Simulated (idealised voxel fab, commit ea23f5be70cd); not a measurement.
This section sets out a process module, namely voxel wiring stack.
For reference, the cross-section in this document is cut, with width 190 nm and square cells of 5 nm.
In what follows, cross-sections appear as grids of square cells, described through bands that run from the top down, where every band is one or more rows of cells. A band entry consists of two parts. The first gives the height of the band's top and the height of its bottom, in nm. The rest lists the band's materials from left to right, each with its width in nm. A single material labelled with the word "edge to edge" fills the band from edge to edge, and the word "empty" marks empty space. Heads up on the height convention: 0 is the point under which the incoming wafer is all one material, and the lowest band has no bottom, it just keeps going down, like "0 nm and below". It should be noted that a width expressed as "30..40" varies in equal increments from row to row of cells within the band, taking the value of the first number at the top row and that of the second number at the bottom row. Key: "no change" - step with no changed cell in the cross-section. Enclosed voids (no open way to top), threshold 8 cells or more, entry "Sealed-off cavities", notation width x height at distance, distance from left edge, nm. Read whatever lies past the settings on a step's line as the simulator's own remark about the step. The optional step-line setting "overlay nm" applies to steps with a mask and quantifies how far to the right of its planned location the mask lay, a negative value indicating leftward placement.
plan
1: RECEIVE | material Si
2: CONFORMAL_DEP | material SiO2 | thk nm 15
3: CONFORMAL_DEP | material SiN | thk nm 5
4: DIRECTIONAL_DEP | material SiO2 | thk nm 20
5: PATTERN | tone open | mask id METAL_1 | material resist | width nm 25 | pitch nm 40 | thk nm 20 | overlay nm 0
6: DIRECTIONAL_ETCH | etch materials SiO2 | depth nm 20
7: DIRECTIONAL_ETCH | etch materials SiN | depth nm 5
8: STRIP | etch materials resist
9: CONFORMAL_DEP | material TiN | thk nm 5
10: FILL_DEP | material W | thk nm 5
11: CMP | height nm 40
12: EPI | material Ru | thk nm 5
13: FILL_DEP | material SiCN | thk nm 5
14: DIRECTIONAL_DEP | material SiO2 | thk nm 30
15: DIRECTIONAL_DEP | material aC | thk nm 10
16: PATTERN | tone open | mask id METAL_2 | material resist | width nm 25 | pitch nm 40 | thk nm 30 | overlay nm 0
17: DIRECTIONAL_ETCH | etch materials aC | depth nm 10
18: STRIP | etch materials resist
19: DIRECTIONAL_ETCH | etch materials SiO2 | depth nm 15
20: STRIP | etch materials aC
21: PATTERN | tone open | mask id METAL_2_HOLES | material resist | width nm 15 | thk nm 15 | overlay nm 0
22: DIRECTIONAL_ETCH | etch materials SiO2 | depth nm 15
23: DIRECTIONAL_ETCH | etch materials SiCN | depth nm 5
24: STRIP | etch materials resist
25: CONFORMAL_DEP | material TiN | thk nm 5
26: FILL_DEP | material Ru | thk nm 10
27: CMP | height nm 80
28: CONFORMAL_DEP | material SiCN | thk nm 5
29: DIRECTIONAL_DEP | material SiO2 | thk nm 15
30: DIRECTIONAL_DEP | material aC | thk nm 15
31: PATTERN | tone open | mask id PLUG_2 | material resist | width nm 15 | thk nm 35 | overlay nm 0
32: DIRECTIONAL_ETCH | etch materials aC | depth nm 15
33: STRIP | etch materials resist
34: DIRECTIONAL_ETCH | etch materials SiO2 | depth nm 15
35: DIRECTIONAL_ETCH | etch materials SiCN | depth nm 5
36: STRIP | etch materials aC
37: CONFORMAL_DEP | material TiN | thk nm 5
38: FILL_DEP | material Ru | thk nm 5
39: CMP | height nm 100
40: DIRECTIONAL_DEP | material TiN | thk nm 5
41: DIRECTIONAL_DEP | material W | thk nm 20
42: PATTERN | tone cover | mask id METAL_3 | material resist | width nm 25 | pitch nm 40 | thk nm 20 | overlay nm 0
43: DIRECTIONAL_ETCH | etch materials W | depth nm 20
44: DIRECTIONAL_ETCH | etch materials TiN | depth nm 5
45: STRIP | etch materials resist
46: CONFORMAL_DEP | material SiN | thk nm 5
47: FILL_DEP | material SiO2 | thk nm 5
48: CMP | height nm 125
49: CONFORMAL_DEP | material SiCN | thk nm 5
The cross-section here shows the wafer as received, i.e. in its state after step 1
- 0 nm and below = Si edge to edge
- Sealed-off cavities: none
Wafer cross-section at end of module: start and plan as shown above, one execution error
- 130 nm to 125 nm = SiCN edge to edge
- 125 nm to 105 nm = 60 of W, then 5 of SiN, then 15 of SiO2, then 5 of SiN, then 15 of W, then 5 of SiN, then 15 of SiO2, then 5 of SiN, then 65 of W
- 105 nm to 100 nm = 60 of TiN, then 25 of SiN, then 15 of TiN, then 25 of SiN, then 65 of TiN
- 100 nm to 85 nm = 60 of SiO2, then 5 of TiN, then 5 of Ru, then 5 of TiN, then 115 of SiO2
- 85 nm to 80 nm = 60 of SiCN, then 15 of TiN, then 115 of SiCN
- 80 nm to 70 nm = 60 of SiO2, then 5 of TiN, then 15 of Ru, then 5 of TiN, then 15 of SiO2, then 5 of TiN, then 15 of Ru, then 5 of TiN, then 65 of SiO2
- 70 nm to 65 nm = 60 of SiO2, then 5 of TiN, then 5 of Ru, then 15 of TiN, then 15 of SiO2, then 25 of TiN, then 65 of SiO2
- 65 nm to 50 nm = 60 of SiO2, then 5 of TiN, then 5 of Ru, then 5 of TiN, then 115 of SiO2
- 50 nm to 45 nm = 60 of SiCN, then 15 of TiN, then 115 of SiCN
- 45 nm to 40 nm = 55 of SiCN, then 35 of Ru, then 5 of SiCN, then 35 of Ru, then 60 of SiCN
- 40 nm to 20 nm = 60 of SiO2, then 5 of TiN, then 15 of W, then 5 of TiN, then 15 of SiO2, then 5 of TiN, then 15 of W, then 5 of TiN, then 65 of SiO2
- 20 nm to 15 nm = 60 of SiN, then 25 of TiN, then 15 of SiN, then 25 of TiN, then 65 of SiN
- 15 nm to 0 nm = SiO2 edge to edge
- 0 nm and below = Si edge to edge
- Sealed-off cavities: none
It is concluded that the wafer was processed incorrectly with respect to the plan, in that contrary to plan, step 42 was performed as PATTERN | tone open | mask id METAL_3 | material resist | width nm 25 | pitch nm 40 | thk nm 20 | overlay nm 0
